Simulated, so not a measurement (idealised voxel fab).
Process module heading - voxel transistor to metal
The width of the displayed cross-section, cut, is 275 nm; its cells are square, with a size of 5 nm.
Think of the cross-section as a grid of square cells. We describe it in bands, top to bottom, and each band covers one or more rows of those cells. Basically the band line says how high the top is and how high the bottom is, in nm, and then what's in it from left to right, every material with its width in nm. Empty space shows up as "blank", and if a single material carries "everywhere" it runs the full band edge to edge. For the purposes of this specification, 0 denotes the height below which the wafer in its as-received condition is composed wholly of one material, and the lowermost band, lacking a lower limit, extends downward without end, as expressed in "0..down". The notation "30 to 40" denotes a width that varies across the rows of cells in the band, beginning at the first number in the top row, finishing at the second number in the bottom row, and changing by an identical amount from each row to the next. You'll sometimes find "no alteration" written for a step, and that's the way of saying that nowhere in the cross-section did a cell change during that step. In "Cavities, sealed" the enclosed voids are listed, meaning empty spaces of 8 cells or larger without any opening to the top. The form is width x height at distance, distance from the left edge, units nm. Formally, on a step line, whatever follows the settings is a remark that the simulator itself makes on the step. overlay nm: on a step with a mask, how far right of its planned place the mask lay; negative means left. So the way this works: pairs, before and after one process step. The after picture only goes down to the lowest band that actually changed, nothing below. Step and its settings are under each pair. And watch out, pairs might come from different runs of this module, same starting wafer though, so a pair only follows on from the one above if its "Pre-process cross-section" entry tells you so.
# Pre-process cross-section
45..30  25 of blank; 20 of Ru; 55 of blank; 20 of Ru; 30 of blank; 20 of Ru; 55 of blank; 20 of Ru; 30 of blank
30..25  25 of blank; 20 of TiN; 55 of blank; 20 of TiN; 30 of blank; 20 of TiN; 55 of blank; 20 of TiN; 30 of blank
25..10  25 of SiO2; 5 of TiN; 10 of W; 5 of TiN; 55 of SiO2; 5 of TiN; 10 of W; 5 of TiN; 30 of SiO2; 5 of TiN; 10 of W; 5 of TiN; 55 of SiO2; 5 of TiN; 10 of W; 5 of TiN; 30 of SiO2
10..5  25 of SiO2; 5 of TiN; 10 of W; 5 of TiN; 5 of SiO2; 10 of SiN; 5 of HfO2; 5 of TiN; 5 of W; 5 of TiN; 5 of HfO2; 10 of SiN; 5 of SiO2; 5 of TiN; 5 of W; 10 of TiN; 30 of SiO2; 5 of TiN; 10 of W; 5 of TiN; 5 of SiO2; 10 of SiN; 5 of HfO2; 5 of TiN; 5 of W; 5 of TiN; 5 of HfO2; 10 of SiN; 5 of SiO2; 5 of TiN; 5 of W; 10 of TiN; 30 of SiO2
5..0  10 of SiO2; 10 of SiN; 5 of SiO2; 20 of TiN; 5 of SiO2; 10 of SiN; 5 of HfO2; 5 of TiN; 5 of W; 5 of TiN; 5 of HfO2; 10 of SiN; 5 of SiO2; 15 of TiN; 10 of SiN; 10 of SiO2; 10 of SiN; 5 of SiO2; 20 of TiN; 5 of SiO2; 10 of SiN; 5 of HfO2; 5 of TiN; 5 of W; 5 of TiN; 5 of HfO2; 10 of SiN; 5 of SiO2; 15 of TiN; 10 of SiN; 25 of SiO2
0..-5  10 of SiO2; 10 of SiN; 10 of nSi; 10 of TiN; 10 of nSi; 10 of SiN; 5 of HfO2; 15 of TiN; 5 of HfO2; 10 of SiN; 20 of nSi; 10 of SiN; 10 of SiO2; 10 of SiN; 10 of nSi; 10 of TiN; 10 of nSi; 10 of SiN; 5 of HfO2; 15 of TiN; 5 of HfO2; 10 of SiN; 20 of nSi; 10 of SiN; 25 of SiO2
-5..-10  20 of SiO2; 10 of nSi; 10 of TiN; 10 of nSi; 5 of SiO2; 35 of HfO2; 5 of SiO2; 20 of nSi; 30 of SiO2; 10 of nSi; 10 of TiN; 10 of nSi; 5 of SiO2; 35 of HfO2; 5 of SiO2; 20 of nSi; 35 of SiO2
-10..-20  15 of SiO2; 5 of Si; 30 of nSi; 45 of Si; 20 of nSi; 10 of Si; 15 of SiO2; 5 of Si; 30 of nSi; 45 of Si; 20 of nSi; 10 of Si; 25 of SiO2
-20..-25  15 of SiO2; 110 of Si; 15 of SiO2; 110 of Si; 25 of SiO2
-25..down  Si everywhere
Cavities, sealed: none
# Structure After Step
50..45  SiO2 everywhere
45..30  25 of SiO2; 20 of Ru; 55 of SiO2; 20 of Ru; 30 of SiO2; 20 of Ru; 55 of SiO2; 20 of Ru; 30 of SiO2
30..25  25 of SiO2; 20 of TiN; 55 of SiO2; 20 of TiN; 30 of SiO2; 20 of TiN; 55 of SiO2; 20 of TiN; 30 of SiO2
Everything below 25 is unchanged.
Cavities, sealed: none
Which step turns the before cross-section above into the after cross-section? op FILL_DEP | material SiO2 | thk nm 5
Pre-process cross-section: see the after view in the pair directly above.
# Structure After Step
45..30  25 of SiO2; 20 of Ru; 55 of SiO2; 20 of Ru; 30 of SiO2; 20 of Ru; 55 of SiO2; 20 of Ru; 30 of SiO2
Everything below 30 is unchanged.
Cavities, sealed: none
Which step turns the before cross-section above into the after cross-section? op CMP | height nm 45
Pre-process cross-section: see the after view in the pair directly above.
# Structure After Step
50..45  SiCN everywhere
Everything below 45 is unchanged.
Cavities, sealed: none
Which step turns the before cross-section above into the after cross-section? op CONFORMAL_DEP | material SiCN | thk nm 5
# Pre-process cross-section
25..10  25 of SiO2; 20 of blank; 55 of SiO2; 20 of blank; 30 of SiO2; 20 of blank; 55 of SiO2; 20 of blank; 30 of SiO2
10..5  25 of SiO2; 20 of blank; 5 of SiO2; 10 of SiN; 5 of HfO2; 5 of TiN; 5 of W; 5 of TiN; 5 of HfO2; 10 of SiN; 5 of SiO2; 20 of blank; 30 of SiO2; 20 of blank; 5 of SiO2; 10 of SiN; 5 of HfO2; 5 of TiN; 5 of W; 5 of TiN; 5 of HfO2; 10 of SiN; 5 of SiO2; 20 of blank; 30 of SiO2
5..0  15 of SiO2; 10 of SiN; 20 of blank; 5 of SiO2; 10 of SiN; 5 of HfO2; 5 of TiN; 5 of W; 5 of TiN; 5 of HfO2; 10 of SiN; 5 of SiO2; 20 of blank; 10 of SiN; 10 of SiO2; 10 of SiN; 20 of blank; 5 of SiO2; 10 of SiN; 5 of HfO2; 5 of TiN; 5 of W; 5 of TiN; 5 of HfO2; 10 of SiN; 5 of SiO2; 20 of blank; 10 of SiN; 20 of SiO2
0..-5  15 of SiO2; 10 of SiN; 10 of nSi; 5 of blank; 10 of nSi; 10 of SiN; 5 of HfO2; 15 of TiN; 5 of HfO2; 10 of SiN; 10 of nSi; 5 of blank; 10 of nSi; 10 of SiN; 10 of SiO2; 10 of SiN; 10 of nSi; 5 of blank; 10 of nSi; 10 of SiN; 5 of HfO2; 15 of TiN; 5 of HfO2; 10 of SiN; 10 of nSi; 5 of blank; 10 of nSi; 10 of SiN; 20 of SiO2
-5..-10  25 of SiO2; 10 of nSi; 5 of blank; 10 of nSi; 5 of SiO2; 35 of HfO2; 5 of SiO2; 10 of nSi; 5 of blank; 10 of nSi; 30 of SiO2; 10 of nSi; 5 of blank; 10 of nSi; 5 of SiO2; 35 of HfO2; 5 of SiO2; 10 of nSi; 5 of blank; 10 of nSi; 30 of SiO2
-10..-20  20 of SiO2; 5 of Si; 25 of nSi; 45 of Si; 25 of nSi; 5 of Si; 20 of SiO2; 5 of Si; 25 of nSi; 45 of Si; 25 of nSi; 5 of Si; 25 of SiO2
-20..-25  20 of SiO2; 105 of Si; 20 of SiO2; 105 of Si; 25 of SiO2
-25..down  Si everywhere
Cavities, sealed: none
# Structure After Step
30..25  30 of SiN; 10 of blank; 65 of SiN; 10 of blank; 40 of SiN; 10 of blank; 65 of SiN; 10 of blank; 35 of SiN
25..10  25 of SiO2; 5 of SiN; 10 of blank; 5 of SiN; 55 of SiO2; 5 of SiN; 10 of blank; 5 of SiN; 30 of SiO2; 5 of SiN; 10 of blank; 5 of SiN; 55 of SiO2; 5 of SiN; 10 of blank; 5 of SiN; 30 of SiO2
10..5  25 of SiO2; 5 of SiN; 10 of blank; 5 of SiN; 5 of SiO2; 10 of SiN; 5 of HfO2; 5 of TiN; 5 of W; 5 of TiN; 5 of HfO2; 10 of SiN; 5 of SiO2; 5 of SiN; 10 of blank; 5 of SiN; 30 of SiO2; 5 of SiN; 10 of blank; 5 of SiN; 5 of SiO2; 10 of SiN; 5 of HfO2; 5 of TiN; 5 of W; 5 of TiN; 5 of HfO2; 10 of SiN; 5 of SiO2; 5 of SiN; 10 of blank; 5 of SiN; 30 of SiO2
5..0  15 of SiO2; 30 of SiN; 5 of SiO2; 10 of SiN; 5 of HfO2; 5 of TiN; 5 of W; 5 of TiN; 5 of HfO2; 10 of SiN; 5 of SiO2; 30 of SiN; 10 of SiO2; 30 of SiN; 5 of SiO2; 10 of SiN; 5 of HfO2; 5 of TiN; 5 of W; 5 of TiN; 5 of HfO2; 10 of SiN; 5 of SiO2; 30 of SiN; 20 of SiO2
0..-5  15 of SiO2; 10 of SiN; 10 of nSi; 5 of SiN; 10 of nSi; 10 of SiN; 5 of HfO2; 15 of TiN; 5 of HfO2; 10 of SiN; 10 of nSi; 5 of SiN; 10 of nSi; 10 of SiN; 10 of SiO2; 10 of SiN; 10 of nSi; 5 of SiN; 10 of nSi; 10 of SiN; 5 of HfO2; 15 of TiN; 5 of HfO2; 10 of SiN; 10 of nSi; 5 of SiN; 10 of nSi; 10 of SiN; 20 of SiO2
-5..-10  25 of SiO2; 10 of nSi; 5 of SiN; 10 of nSi; 5 of SiO2; 35 of HfO2; 5 of SiO2; 10 of nSi; 5 of SiN; 10 of nSi; 30 of SiO2; 10 of nSi; 5 of SiN; 10 of nSi; 5 of SiO2; 35 of HfO2; 5 of SiO2; 10 of nSi; 5 of SiN; 10 of nSi; 30 of SiO2
Everything below -10 is unchanged.
Cavities, sealed: none
Which step turns the before cross-section above into the after cross-section? op CONFORMAL_DEP | material SiN | thk nm 5
Pre-process cross-section: see the after view in the pair directly above.
# Structure After Step
40..30  W everywhere
30..25  30 of SiN; 10 of W; 65 of SiN; 10 of W; 40 of SiN; 10 of W; 65 of SiN; 10 of W; 35 of SiN
25..10  25 of SiO2; 5 of SiN; 10 of W; 5 of SiN; 55 of SiO2; 5 of SiN; 10 of W; 5 of SiN; 30 of SiO2; 5 of SiN; 10 of W; 5 of SiN; 55 of SiO2; 5 of SiN; 10 of W; 5 of SiN; 30 of SiO2
10..5  25 of SiO2; 5 of SiN; 10 of W; 5 of SiN; 5 of SiO2; 10 of SiN; 5 of HfO2; 5 of TiN; 5 of W; 5 of TiN; 5 of HfO2; 10 of SiN; 5 of SiO2; 5 of SiN; 10 of W; 5 of SiN; 30 of SiO2; 5 of SiN; 10 of W; 5 of SiN; 5 of SiO2; 10 of SiN; 5 of HfO2; 5 of TiN; 5 of W; 5 of TiN; 5 of HfO2; 10 of SiN; 5 of SiO2; 5 of SiN; 10 of W; 5 of SiN; 30 of SiO2
Everything below 5 is unchanged.
Cavities, sealed: none
Which step turns the before cross-section above into the after cross-section? op FILL_DEP | material W | thk nm 10
Pre-process cross-section: see the after view in the pair directly above.
# Structure After Step
25..10  25 of SiO2; 5 of SiN; 10 of W; 5 of SiN; 55 of SiO2; 5 of SiN; 10 of W; 5 of SiN; 30 of SiO2; 5 of SiN; 10 of W; 5 of SiN; 55 of SiO2; 5 of SiN; 10 of W; 5 of SiN; 30 of SiO2
Everything below 10 is unchanged.
Cavities, sealed: none
Which step turns the before cross-section above into the after cross-section? op CMP | height nm 25
Pre-process cross-section: see the after view in the pair directly above.
# Structure After Step
30..25  TiN everywhere
Everything below 25 is unchanged.
Cavities, sealed: none
Which step turns the before cross-section above into the after cross-section? op DIRECTIONAL_DEP | material TiN | thk nm 5
Pre-process cross-section: see the after view in the pair directly above.
# Structure After Step
45..30  Ru everywhere
Everything below 30 is unchanged.
Cavities, sealed: none
Which step turns the before cross-section above into the after cross-section? op DIRECTIONAL_DEP | material Ru | thk nm 15
Pre-process cross-section: see the after view in the pair directly above.
# Structure After Step
60..45  25 of blank; 20 of resist; 55 of blank; 20 of resist; 30 of blank; 20 of resist; 55 of blank; 20 of resist; 30 of blank
Everything below 45 is unchanged.
Cavities, sealed: none
Which step turns the before cross-section above into the after cross-section? op PATTERN | tone cover | mask id METAL_1 | material resist | width nm 20 | thk nm 15 | overlay nm 0
Pre-process cross-section: see the after view in the pair directly above.
# Structure After Step
60..45  25 of blank; 20 of resist; 55 of blank; 20 of resist; 30 of blank; 20 of resist; 55 of blank; 20 of resist; 30 of blank
45..30  25 of blank; 20 of Ru; 55 of blank; 20 of Ru; 30 of blank; 20 of Ru; 55 of blank; 20 of Ru; 30 of blank
Everything below 30 is unchanged.
Cavities, sealed: none
Which step turns the before cross-section above into the after cross-section? op DIRECTIONAL_ETCH | etch materials Ru | depth nm 15
Pre-process cross-section: see the after view in the pair directly above.
# Structure After Step
60..45  25 of blank; 20 of resist; 55 of blank; 20 of resist; 30 of blank; 20 of resist; 55 of blank; 20 of resist; 30 of blank
45..30  25 of blank; 20 of Ru; 55 of blank; 20 of Ru; 30 of blank; 20 of Ru; 55 of blank; 20 of Ru; 30 of blank
30..25  25 of blank; 20 of TiN; 55 of blank; 20 of TiN; 30 of blank; 20 of TiN; 55 of blank; 20 of TiN; 30 of blank
Everything below 25 is unchanged.
Cavities, sealed: none
Which step turns the before cross-section above into the after cross-section? op DIRECTIONAL_ETCH | etch materials TiN | depth nm 5
Pre-process cross-section: see the after view in the pair directly above.
# Structure After Step
45..30  25 of blank; 20 of Ru; 55 of blank; 20 of Ru; 30 of blank; 20 of Ru; 55 of blank; 20 of Ru; 30 of blank
Everything below 30 is unchanged.
Cavities, sealed: none
Which step turns the before cross-section above into the after cross-section? op STRIP | etch materials resist
Pre-process cross-section: see the after view in the pair directly above.
# Structure After Step
50..45  SiO2 everywhere
45..30  25 of SiO2; 20 of Ru; 55 of SiO2; 20 of Ru; 30 of SiO2; 20 of Ru; 55 of SiO2; 20 of Ru; 30 of SiO2
30..25  25 of SiO2; 20 of TiN; 55 of SiO2; 20 of TiN; 30 of SiO2; 20 of TiN; 55 of SiO2; 20 of TiN; 30 of SiO2
Everything below 25 is unchanged.
Cavities, sealed: none
Which step turns the before cross-section above into the after cross-section? op FILL_DEP | material SiO2 | thk nm 5
Pre-process cross-section: see the after view in the pair directly above.
# Structure After Step
45..30  25 of SiO2; 20 of Ru; 55 of SiO2; 20 of Ru; 30 of SiO2; 20 of Ru; 55 of SiO2; 20 of Ru; 30 of SiO2
Everything below 30 is unchanged.
Cavities, sealed: none
Which step turns the before cross-section above into the after cross-section? op CMP | height nm 45
Pre-process cross-section: see the after view in the pair directly above.
# Structure After Step
50..45  SiCN everywhere
Everything below 45 is unchanged.
Cavities, sealed: none
Which step turns the before cross-section above into the after cross-section? op CONFORMAL_DEP | material SiCN | thk nm 5
# Pre-process cross-section
15..0  SiN everywhere
0..-5  SiO2 everywhere
-5..down  Si everywhere
Cavities, sealed: none
# Structure After Step
15..0  20 of SiN; 105 of blank; 20 of SiN; 105 of blank; 25 of SiN
Everything below 0 is unchanged.
Cavities, sealed: none
Which step turns the before cross-section above into the after cross-section? op MASKED_ETCH | tone open | mask id ACTIVE | width nm 105 | pitch nm 125 | etch materials SiN | depth nm 15 | overlay nm 0
Pre-process cross-section: see the after view in the pair directly above.
# Structure After Step
25..15  SiO2 everywhere
15..0  20 of SiN; 105 of SiO2; 20 of SiN; 105 of SiO2; 25 of SiN
Everything below 0 is unchanged.
Cavities, sealed: none
Which step turns the before cross-section above into the after cross-section? op FILL_DEP | material SiO2 | thk nm 10
Pre-process cross-section: see the after view in the pair directly above.
# Structure After Step
15..0  20 of SiN; 105 of SiO2; 20 of SiN; 105 of SiO2; 25 of SiN
Everything below 0 is unchanged.
Cavities, sealed: none
Which step turns the before cross-section above into the after cross-section? op CMP | height nm 15
Pre-process cross-section: see the after view in the pair directly above.
# Structure After Step
15..10  20 of SiN; 105 of blank; 20 of SiN; 105 of blank; 25 of SiN
Everything below 10 is unchanged.
Cavities, sealed: none
Which step turns the before cross-section above into the after cross-section? op SELECTIVE_ETCH | etch materials SiO2 | depth nm 5
Pre-process cross-section: see the after view in the pair directly above.
# Structure After Step
10..0  20 of blank; 105 of SiO2; 20 of blank; 105 of SiO2; 25 of blank
Everything below 0 is unchanged.
Cavities, sealed: none
Which step turns the before cross-section above into the after cross-section? op STRIP | etch materials SiN
Pre-process cross-section: see the after view in the pair directly above.
# Structure After Step
5..-5  25 of blank; 95 of SiO2; 30 of blank; 95 of SiO2; 30 of blank
Everything below -5 is unchanged.
Cavities, sealed: none
Which step turns the before cross-section above into the after cross-section? op SELECTIVE_ETCH | etch materials SiO2 | depth nm 5
Pre-process cross-section: see the after view in the pair directly above.
# Structure After Step
5..-5  25 of blank; 95 of SiO2; 30 of blank; 95 of SiO2; 30 of blank
-5..-10  30 of SiO2; 85 of Si; 40 of SiO2; 85 of Si; 35 of SiO2
Everything below -10 is unchanged.
Cavities, sealed: none
Which step turns the before cross-section above into the after cross-section? op OXIDIZE | depth nm 5
Pre-process cross-section: see the after view in the pair directly above.
# Structure After Step
25..15  25 of blank; 95 of polySi; 30 of blank; 95 of polySi; 30 of blank
15..5  polySi everywhere
5..-5  25 of polySi; 95 of SiO2; 30 of polySi; 95 of SiO2; 30 of polySi
Everything below -5 is unchanged.
Cavities, sealed: none
Which step turns the before cross-section above into the after cross-section? op DIRECTIONAL_DEP | material polySi | thk nm 20
Pre-process cross-section: see the after view in the pair directly above.
# Structure After Step
40..30  25 of blank; 95 of SiCN; 30 of blank; 95 of SiCN; 30 of blank
30..25  SiCN everywhere
25..15  25 of SiCN; 95 of polySi; 30 of SiCN; 95 of polySi; 30 of SiCN
Everything below 15 is unchanged.
Cavities, sealed: none
Which step turns the before cross-section above into the after cross-section? op DIRECTIONAL_DEP | material SiCN | thk nm 15
Pre-process cross-section: see the after view in the pair directly above.
# Structure After Step
50..40  25 of blank; 95 of aC; 30 of blank; 95 of aC; 30 of blank
40..30  25 of aC; 95 of SiCN; 30 of aC; 95 of SiCN; 30 of aC
Everything below 30 is unchanged.
Cavities, sealed: none
Which step turns the before cross-section above into the after cross-section? op DIRECTIONAL_DEP | material aC | thk nm 10
Pre-process cross-section: see the after view in the pair directly above.
# Structure After Step
80..50  60 of blank; 25 of resist; 100 of blank; 25 of resist; 65 of blank
Everything below 50 is unchanged.
Cavities, sealed: none
Which step turns the before cross-section above into the after cross-section? op PATTERN | tone cover | mask id GATE | material resist | width nm 25 | pitch nm 125 | thk nm 30 | overlay nm 0
Pre-process cross-section: see the after view in the pair directly above.
# Structure After Step
70..50  60 of blank; 25 of resist; 100 of blank; 25 of resist; 65 of blank
50..40  60 of blank; 25 of aC; 100 of blank; 25 of aC; 65 of blank
40..30  25 of blank; 95 of SiCN; 30 of blank; 95 of SiCN; 30 of blank
Everything below 30 is unchanged.
Cavities, sealed: none
Which step turns the before cross-section above into the after cross-section? op DIRECTIONAL_ETCH | etch materials aC | depth nm 10
Pre-process cross-section: see the after view in the pair directly above.
# Structure After Step
50..40  60 of blank; 25 of aC; 100 of blank; 25 of aC; 65 of blank
Everything below 40 is unchanged.
Cavities, sealed: none
Which step turns the before cross-section above into the after cross-section? op STRIP | etch materials resist
Pre-process cross-section: see the after view in the pair directly above.
# Structure After Step
50..40  60 of blank; 25 of aC; 100 of blank; 25 of aC; 65 of blank
40..25  60 of blank; 25 of SiCN; 100 of blank; 25 of SiCN; 65 of blank
25..15  25 of blank; 95 of polySi; 30 of blank; 95 of polySi; 30 of blank
Everything below 15 is unchanged.
Cavities, sealed: none
Which step turns the before cross-section above into the after cross-section? op DIRECTIONAL_ETCH | etch materials SiCN | depth nm 25
Pre-process cross-section: see the after view in the pair directly above.
# Structure After Step
50..40  60 of blank; 25 of aC; 100 of blank; 25 of aC; 65 of blank
40..25  60 of blank; 25 of SiCN; 100 of blank; 25 of SiCN; 65 of blank
25..5  60 of blank; 25 of polySi; 100 of blank; 25 of polySi; 65 of blank
5..-5  25 of blank; 95 of SiO2; 30 of blank; 95 of SiO2; 30 of blank
Everything below -5 is unchanged.
Cavities, sealed: none
Which step turns the before cross-section above into the after cross-section? op DIRECTIONAL_ETCH | etch materials polySi | depth nm 30
Pre-process cross-section: see the after view in the pair directly above.
# Structure After Step
40..25  60 of blank; 25 of SiCN; 100 of blank; 25 of SiCN; 65 of blank
Everything below 25 is unchanged.
Cavities, sealed: none
Which step turns the before cross-section above into the after cross-section? op STRIP | etch materials aC
Pre-process cross-section: see the after view in the pair directly above.
# Structure After Step
50..40  50 of blank; 45 of SiN; 80 of blank; 45 of SiN; 55 of blank
40..25  50 of blank; 10 of SiN; 25 of SiCN; 10 of SiN; 80 of blank; 10 of SiN; 25 of SiCN; 10 of SiN; 55 of blank
25..15  50 of blank; 10 of SiN; 25 of polySi; 10 of SiN; 80 of blank; 10 of SiN; 25 of polySi; 10 of SiN; 55 of blank
15..5  15 of blank; 45 of SiN; 25 of polySi; 45 of SiN; 10 of blank; 45 of SiN; 25 of polySi; 45 of SiN; 20 of blank
5..-5  25 of SiN; 95 of SiO2; 30 of SiN; 95 of SiO2; 30 of SiN
Everything below -5 is unchanged.
Cavities, sealed: none
Which step turns the before cross-section above into the after cross-section? op CONFORMAL_DEP | material SiN | thk nm 10
Pre-process cross-section: see the after view in the pair directly above.
# Structure After Step
40..25  50 of blank; 10 of SiN; 25 of SiCN; 10 of SiN; 80 of blank; 10 of SiN; 25 of SiCN; 10 of SiN; 55 of blank
25..5  50 of blank; 10 of SiN; 25 of polySi; 10 of SiN; 80 of blank; 10 of SiN; 25 of polySi; 10 of SiN; 55 of blank
5..-5  15 of blank; 10 of SiN; 95 of SiO2; 10 of SiN; 10 of blank; 10 of SiN; 95 of SiO2; 10 of SiN; 20 of blank
Everything below -5 is unchanged.
Cavities, sealed: none
Which step turns the before cross-section above into the after cross-section? op DIRECTIONAL_ETCH | etch materials SiN | depth nm 10
Pre-process cross-section: see the after view in the pair directly above.
# Structure After Step
40..25  50 of blank; 10 of SiN; 25 of SiCN; 10 of SiN; 80 of blank; 10 of SiN; 25 of SiCN; 10 of SiN; 55 of blank
25..5  50 of blank; 10 of SiN; 25 of polySi; 10 of SiN; 80 of blank; 10 of SiN; 25 of polySi; 10 of SiN; 55 of blank
5..0  15 of blank; 10 of SiN; 25 of blank; 45 of SiO2; 25 of blank; 10 of SiN; 10 of blank; 10 of SiN; 25 of blank; 45 of SiO2; 25 of blank; 10 of SiN; 20 of blank
0..-5  15 of blank; 10 of SiN; 95 of SiO2; 10 of SiN; 10 of blank; 10 of SiN; 95 of SiO2; 10 of SiN; 20 of blank
-5..-10  15 of blank; 15 of SiO2; 85 of Si; 15 of SiO2; 10 of blank; 15 of SiO2; 85 of Si; 15 of SiO2; 20 of blank
Everything below -10 is unchanged.
Cavities, sealed: none
Which step turns the before cross-section above into the after cross-section? op DIRECTIONAL_ETCH | etch materials SiO2 | depth nm 5
Pre-process cross-section: see the after view in the pair directly above.
# Structure After Step
40..25  50 of blank; 10 of SiN; 25 of SiCN; 10 of SiN; 80 of blank; 10 of SiN; 25 of SiCN; 10 of SiN; 55 of blank
25..5  50 of blank; 10 of SiN; 25 of polySi; 10 of SiN; 80 of blank; 10 of SiN; 25 of polySi; 10 of SiN; 55 of blank
5..0  15 of blank; 10 of SiN; 25 of blank; 45 of SiO2; 25 of blank; 10 of SiN; 10 of blank; 10 of SiN; 25 of blank; 45 of SiO2; 25 of blank; 10 of SiN; 20 of blank
0..-5  15 of blank; 10 of SiN; 95 of SiO2; 10 of SiN; 10 of blank; 10 of SiN; 95 of SiO2; 10 of SiN; 20 of blank
-5..-10  15 of blank; 15 of SiO2; 85 of Si; 15 of SiO2; 10 of blank; 15 of SiO2; 85 of Si; 15 of SiO2; 20 of blank
-10..-20  15 of blank; 115 of Si; 10 of blank; 115 of Si; 20 of blank
Everything below -20 is unchanged.
Cavities, sealed: none
Which step turns the before cross-section above into the after cross-section? op DIRECTIONAL_ETCH | etch materials Si | depth nm 10
Pre-process cross-section: see the after view in the pair directly above.
# Structure After Step
40..25  50 of blank; 10 of SiN; 25 of SiCN; 10 of SiN; 80 of blank; 10 of SiN; 25 of SiCN; 10 of SiN; 55 of blank
25..5  50 of blank; 10 of SiN; 25 of polySi; 10 of SiN; 80 of blank; 10 of SiN; 25 of polySi; 10 of SiN; 55 of blank
5..0  15 of blank; 10 of SiN; 25 of blank; 45 of SiO2; 25 of blank; 10 of SiN; 10 of blank; 10 of SiN; 25 of blank; 45 of SiO2; 25 of blank; 10 of SiN; 20 of blank
0..-5  5 of blank; 10 of nSi; 10 of SiN; 95 of SiO2; 10 of SiN; 10 of nSi; 10 of SiN; 95 of SiO2; 10 of SiN; 10 of nSi; 10 of blank
-5..-10  5 of blank; 10 of nSi; 15 of SiO2; 85 of Si; 15 of SiO2; 10 of nSi; 15 of SiO2; 85 of Si; 15 of SiO2; 10 of nSi; 10 of blank
-10..-20  15 of nSi; 115 of Si; 10 of nSi; 115 of Si; 20 of nSi
Everything below -20 is unchanged.
Cavities, sealed: none
Which step turns the before cross-section above into the after cross-section? op EPI | material nSi | thk nm 10
Pre-process cross-section: see the after view in the pair directly above.
# Structure After Step
45..40  SiO2 everywhere
40..25  50 of SiO2; 10 of SiN; 25 of SiCN; 10 of SiN; 80 of SiO2; 10 of SiN; 25 of SiCN; 10 of SiN; 55 of SiO2
25..5  50 of SiO2; 10 of SiN; 25 of polySi; 10 of SiN; 80 of SiO2; 10 of SiN; 25 of polySi; 10 of SiN; 55 of SiO2
5..0  15 of SiO2; 10 of SiN; 95 of SiO2; 10 of SiN; 10 of SiO2; 10 of SiN; 95 of SiO2; 10 of SiN; 20 of SiO2
0..-5  5 of SiO2; 10 of nSi; 10 of SiN; 95 of SiO2; 10 of SiN; 10 of nSi; 10 of SiN; 95 of SiO2; 10 of SiN; 10 of nSi; 10 of SiO2
-5..-10  5 of SiO2; 10 of nSi; 15 of SiO2; 85 of Si; 15 of SiO2; 10 of nSi; 15 of SiO2; 85 of Si; 15 of SiO2; 10 of nSi; 10 of SiO2
Everything below -10 is unchanged.
Cavities, sealed: none
Which step turns the before cross-section above into the after cross-section? op FILL_DEP | material SiO2 | thk nm 5
Pre-process cross-section: see the after view in the pair directly above.
# Structure After Step
15..5  50 of SiO2; 10 of SiN; 25 of polySi; 10 of SiN; 80 of SiO2; 10 of SiN; 25 of polySi; 10 of SiN; 55 of SiO2
Everything below 5 is unchanged.
Cavities, sealed: none
Which step turns the before cross-section above into the after cross-section? op CMP | height nm 15
Pre-process cross-section: see the after view in the pair directly above.
# Structure After Step
15..5  50 of SiO2; 10 of SiN; 25 of blank; 10 of SiN; 80 of SiO2; 10 of SiN; 25 of blank; 10 of SiN; 55 of SiO2
Everything below 5 is unchanged.
Cavities, sealed: none
Which step turns the before cross-section above into the after cross-section? op STRIP | etch materials polySi
Pre-process cross-section: see the after view in the pair directly above.
# Structure After Step
15..10  50 of blank; 10 of SiN; 25 of blank; 10 of SiN; 80 of blank; 10 of SiN; 25 of blank; 10 of SiN; 55 of blank
10..5  50 of SiO2; 10 of SiN; 25 of blank; 10 of SiN; 80 of SiO2; 10 of SiN; 25 of blank; 10 of SiN; 55 of SiO2
5..0  15 of SiO2; 10 of SiN; 30 of SiO2; 35 of blank; 30 of SiO2; 10 of SiN; 10 of SiO2; 10 of SiN; 30 of SiO2; 35 of blank; 30 of SiO2; 10 of SiN; 20 of SiO2
Everything below 0 is unchanged.
Cavities, sealed: none
Which step turns the before cross-section above into the after cross-section? op SELECTIVE_ETCH | etch materials SiO2 | depth nm 5
Pre-process cross-section: see the after view in the pair directly above.
# Structure After Step
20..15  45 of blank; 20 of HfO2; 15 of blank; 20 of HfO2; 70 of blank; 20 of HfO2; 15 of blank; 20 of HfO2; 50 of blank
15..10  50 of HfO2; 10 of SiN; 5 of HfO2; 15 of blank; 5 of HfO2; 10 of SiN; 80 of HfO2; 10 of SiN; 5 of HfO2; 15 of blank; 5 of HfO2; 10 of SiN; 55 of HfO2
10..5  50 of SiO2; 10 of SiN; 5 of HfO2; 15 of blank; 5 of HfO2; 10 of SiN; 80 of SiO2; 10 of SiN; 5 of HfO2; 15 of blank; 5 of HfO2; 10 of SiN; 55 of SiO2
5..0  15 of SiO2; 10 of SiN; 30 of SiO2; 35 of HfO2; 30 of SiO2; 10 of SiN; 10 of SiO2; 10 of SiN; 30 of SiO2; 35 of HfO2; 30 of SiO2; 10 of SiN; 20 of SiO2
Everything below 0 is unchanged.
Cavities, sealed: none
Which step turns the before cross-section above into the after cross-section? op CONFORMAL_DEP | material HfO2 | thk nm 5
Pre-process cross-section: see the after view in the pair directly above.
# Structure After Step
25..20  40 of blank; 30 of TiN; 5 of blank; 30 of TiN; 60 of blank; 30 of TiN; 5 of blank; 30 of TiN; 45 of blank
20..15  45 of TiN; 20 of HfO2; 5 of TiN; 5 of blank; 5 of TiN; 20 of HfO2; 70 of TiN; 20 of HfO2; 5 of TiN; 5 of blank; 5 of TiN; 20 of HfO2; 50 of TiN
15..10  50 of HfO2; 10 of SiN; 5 of HfO2; 5 of TiN; 5 of blank; 5 of TiN; 5 of HfO2; 10 of SiN; 80 of HfO2; 10 of SiN; 5 of HfO2; 5 of TiN; 5 of blank; 5 of TiN; 5 of HfO2; 10 of SiN; 55 of HfO2
10..5  50 of SiO2; 10 of SiN; 5 of HfO2; 15 of TiN; 5 of HfO2; 10 of SiN; 80 of SiO2; 10 of SiN; 5 of HfO2; 15 of TiN; 5 of HfO2; 10 of SiN; 55 of SiO2
Everything below 5 is unchanged.
Cavities, sealed: none
Which step turns the before cross-section above into the after cross-section? op CONFORMAL_DEP | material TiN | thk nm 5
Pre-process cross-section: see the after view in the pair directly above.
# Structure After Step
30..25  W everywhere
25..20  40 of W; 30 of TiN; 5 of W; 30 of TiN; 60 of W; 30 of TiN; 5 of W; 30 of TiN; 45 of W
20..15  45 of TiN; 20 of HfO2; 5 of TiN; 5 of W; 5 of TiN; 20 of HfO2; 70 of TiN; 20 of HfO2; 5 of TiN; 5 of W; 5 of TiN; 20 of HfO2; 50 of TiN
15..10  50 of HfO2; 10 of SiN; 5 of HfO2; 5 of TiN; 5 of W; 5 of TiN; 5 of HfO2; 10 of SiN; 80 of HfO2; 10 of SiN; 5 of HfO2; 5 of TiN; 5 of W; 5 of TiN; 5 of HfO2; 10 of SiN; 55 of HfO2
Everything below 10 is unchanged.
Cavities, sealed: none
Which step turns the before cross-section above into the after cross-section? op FILL_DEP | material W | thk nm 5
